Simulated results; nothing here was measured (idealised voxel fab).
process module | voxel self aligned contacts
cross-section cut | 280 nm wide | cells 5 nm
A cross-section is a grid of square cells, given in bands from the top down. A band is one or more rows of cells.
Each band's line starts with the height of the band's top and of its bottom, in nm. Then come its materials from left to right, each with its width in nm. One material with "throughout" fills the band from edge to edge. "air" is empty space.
Height 0 is the level under which the wafer as received is all one material. The lowest band goes on downwards, as in "0 down".
A width such as "30 to 40" changes by the same amount from each row of cells to the next, from the band's top row to its bottom row.
"no change" after a step means that no cell of the cross-section changed.
closed voids: empty space of 8 cells or more with no open way to the top, each as width x height at its distance from the left edge, in nm
after a step's settings: what the simulator itself notes on the step
overlay nm, on a step with a mask: how far to the right of its planned place the mask lay; to the left if negative
plan
1 op RECEIVE | material Si
2 op CONFORMAL_DEP | material SiO2 | thk nm 5
3 op DIRECTIONAL_DEP | material polySi | thk nm 30
4 op DIRECTIONAL_DEP | material SiN | thk nm 15
5 op DIRECTIONAL_DEP | material aC | thk nm 5
6 op PATTERN | tone cover | mask id GATE | material resist | width nm 30 | pitch nm 60 | thk nm 25 | overlay nm 0
7 op DIRECTIONAL_ETCH | etch materials aC | depth nm 10
8 op STRIP | etch materials resist
9 op DIRECTIONAL_ETCH | etch materials SiN | depth nm 15
10 op DIRECTIONAL_ETCH | etch materials polySi | depth nm 30
11 op STRIP | etch materials aC
12 op CONFORMAL_DEP | material SiN | thk nm 5
13 op DIRECTIONAL_ETCH | etch materials SiN | depth nm 5
14 op FILL_DEP | material SiO2 | thk nm 15
15 op CMP | height nm 60
16 op MASKED_ETCH | tone open | mask id CONTACT | width nm 40 | etch materials SiO2 | depth nm 60 | overlay nm 0
17 op CONFORMAL_DEP | material TiN | thk nm 5
18 op FILL_DEP | material W | thk nm 10
19 op CMP | height nm 60
20 op CONFORMAL_DEP | material SiCN | thk nm 5
varied across the wafers: thk nm of step 5. The plan shows the first wafer's value. All wafers start alike
first wafer as received, after step 1
  0 down: Si throughout
  closed voids: none
each wafer at the end: cells of each material gained (+) or lost (-) since it was received, then its closed voids
thk nm 5 | +56 SiCN | +72 SiN | +472 SiO2 | +30 TiN | +26 W | +72 polySi | closed voids: none
thk nm 10 | +56 SiCN | +72 SiN | +472 SiO2 | +30 TiN | +26 W | +72 polySi | closed voids: none
thk nm 15 | +56 SiCN | +168 SiN | +152 SiO2 | +10 TiN | +6 W | +336 polySi | closed voids: none
thk nm 20 | +56 SiCN | +168 SiN | +152 SiO2 | +10 TiN | +6 W | +336 polySi | closed voids: none
thk nm 25 | +56 SiCN | +168 SiN | +152 SiO2 | +10 TiN | +6 W | +336 polySi | closed voids: none
